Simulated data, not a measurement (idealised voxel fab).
process module | voxel transistor to metal
cross-section cut | 150 nm wide | cells 5 nm
A cross-section is a grid of square cells, given in bands from the top down. A band is one or more rows of cells.
Each band's line starts with the height of the band's top and of its bottom, in nm. Then come its materials from left to right, each with its width in nm. One material with "throughout" fills the band from edge to edge. "air" is empty space.
Height 0 is the level under which the wafer as received is all one material. The lowest band goes on downwards, as in "0 down".
A width such as "30 to 40" changes by the same amount from each row of cells to the next, from the band's top row to its bottom row.
"no change" after a step means that no cell of the cross-section changed.
closed voids: empty space of 8 cells or more with no open way to the top, each as width x height at its distance from the left edge, in nm
after a step's settings: what the simulator itself notes on the step
overlay nm, on a step with a mask: how far to the right of its planned place the mask lay; to the left if negative
plan
1 op RECEIVE | material Si
2 op OXIDIZE | depth nm 5
3 op CONFORMAL_DEP | material SiN | thk nm 10
4 op PATTERN | tone cover | mask id ACTIVE | material resist | width nm 95 | thk nm 20 | overlay nm 0
5 op DIRECTIONAL_ETCH | etch materials SiN | depth nm 10
6 op DIRECTIONAL_ETCH | etch materials SiO2 | depth nm 5
7 op DIRECTIONAL_ETCH | etch materials Si | depth nm 35
8 op STRIP | etch materials resist
9 op FILL_DEP | material SiO2 | thk nm 5
10 op CMP | height nm 10
11 op SELECTIVE_ETCH | etch materials SiO2 | depth nm 10
12 op STRIP | etch materials SiN
13 op SELECTIVE_ETCH | etch materials SiO2 | depth nm 5
14 op OXIDIZE | depth nm 5
15 op DIRECTIONAL_DEP | material polySi | thk nm 30
16 op DIRECTIONAL_DEP | material SiCN | thk nm 10
17 op MASKED_ETCH | tone cover | mask id GATE | width nm 25 | etch materials SiCN | depth nm 20 | overlay nm 0
18 op MASKED_ETCH | tone cover | mask id GATE | width nm 25 | etch materials polySi | depth nm 40 | overlay nm 0
19 op CONFORMAL_DEP | material SiO2 | thk nm 5
20 op DIRECTIONAL_ETCH | etch materials SiO2 | depth nm 5
21 op CONFORMAL_DEP | material SiN | thk nm 5
22 op DIRECTIONAL_ETCH | etch materials SiN | depth nm 5
23 op DIRECTIONAL_ETCH | etch materials SiO2 | depth nm 5
24 op DIRECTIONAL_ETCH | etch materials Si | depth nm 5
25 op EPI | material SiGe | thk nm 10
26 op FILL_DEP | material SiO2 | thk nm 10
27 op CMP | height nm 25
28 op STRIP | etch materials polySi
29 op SELECTIVE_ETCH | etch materials SiO2 | depth nm 5
30 op CONFORMAL_DEP | material HfO2 | thk nm 5
31 op CONFORMAL_DEP | material TiN | thk nm 5
32 op FILL_DEP | material W | thk nm 10
33 op CMP | height nm 20
34 op DIRECTIONAL_DEP | material SiO2 | thk nm 15
35 op MASKED_ETCH | tone open | mask id CONTACT | width nm 15 | pitch nm 70 | etch materials SiO2 | depth nm 40 | overlay nm 0
36 op CONFORMAL_DEP | material TiN | thk nm 5
37 op FILL_DEP | material Ru | thk nm 10
38 op CMP | height nm 35
39 op CONFORMAL_DEP | material SiCN | thk nm 5
40 op DIRECTIONAL_DEP | material SiO2 | thk nm 20
41 op PATTERN | tone open | mask id METAL_1 | material resist | width nm 15 | pitch nm 70 | thk nm 15 | overlay nm 0
42 op DIRECTIONAL_ETCH | etch materials SiO2 | depth nm 20
43 op DIRECTIONAL_ETCH | etch materials SiCN | depth nm 5
44 op STRIP | etch materials resist
45 op CONFORMAL_DEP | material TiN | thk nm 5
46 op FILL_DEP | material Cu | thk nm 10
47 op CMP | height nm 60
48 op CONFORMAL_DEP | material SiN | thk nm 5
as received, after step 1
  0 down: Si throughout
  closed voids: none
a wafer at the end: this start, this plan, one mistake
  65 to 60: SiN throughout
  60 to 40: SiO2 30 | TiN 5 | Cu 5 | TiN 5 | SiO2 55 | TiN 5 | Cu 5 | TiN 5 | SiO2 35
  40 to 35: SiCN 30 | TiN 15 | SiCN 55 | TiN 15 | SiCN 35
  35 to 20: SiO2 30 | TiN 5 | Ru 5 | TiN 5 | SiO2 55 | TiN 5 | Ru 5 | TiN 5 | SiO2 35
  20 to 10: SiO2 30 | TiN 5 | Ru 5 | TiN 5 | SiO2 5 | SiN 5 | HfO2 5 | TiN 5 | W 15 | TiN 5 | HfO2 5 | SiN 5 | SiO2 5 | TiN 5 | Ru 5 | TiN 5 | SiO2 35
  10 to 5: SiO2 30 | TiN 15 | SiO2 5 | SiN 5 | HfO2 5 | TiN 5 | W 15 | TiN 5 | HfO2 5 | SiN 5 | SiO2 5 | TiN 15 | SiO2 35
  5 to 0: SiO2 30 | TiN 10 | SiGe 10 | SiN 5 | HfO2 5 | TiN 25 | HfO2 5 | SiN 5 | SiGe 10 | TiN 10 | SiO2 35
  0 to -5: SiO2 20 | SiN 5 | SiO2 5 | SiGe 20 | SiO2 5 | HfO2 35 | SiO2 5 | SiGe 20 | SiO2 5 | SiN 5 | SiO2 25
  -5 to -10: SiO2 35 | SiGe 15 | Si 45 | SiGe 15 | SiO2 40
  -10 to -40: SiO2 25 | Si 95 | SiO2 30
  -40 down: Si throughout
  closed voids: none
what went wrong: steps 12 and 13 were swapped
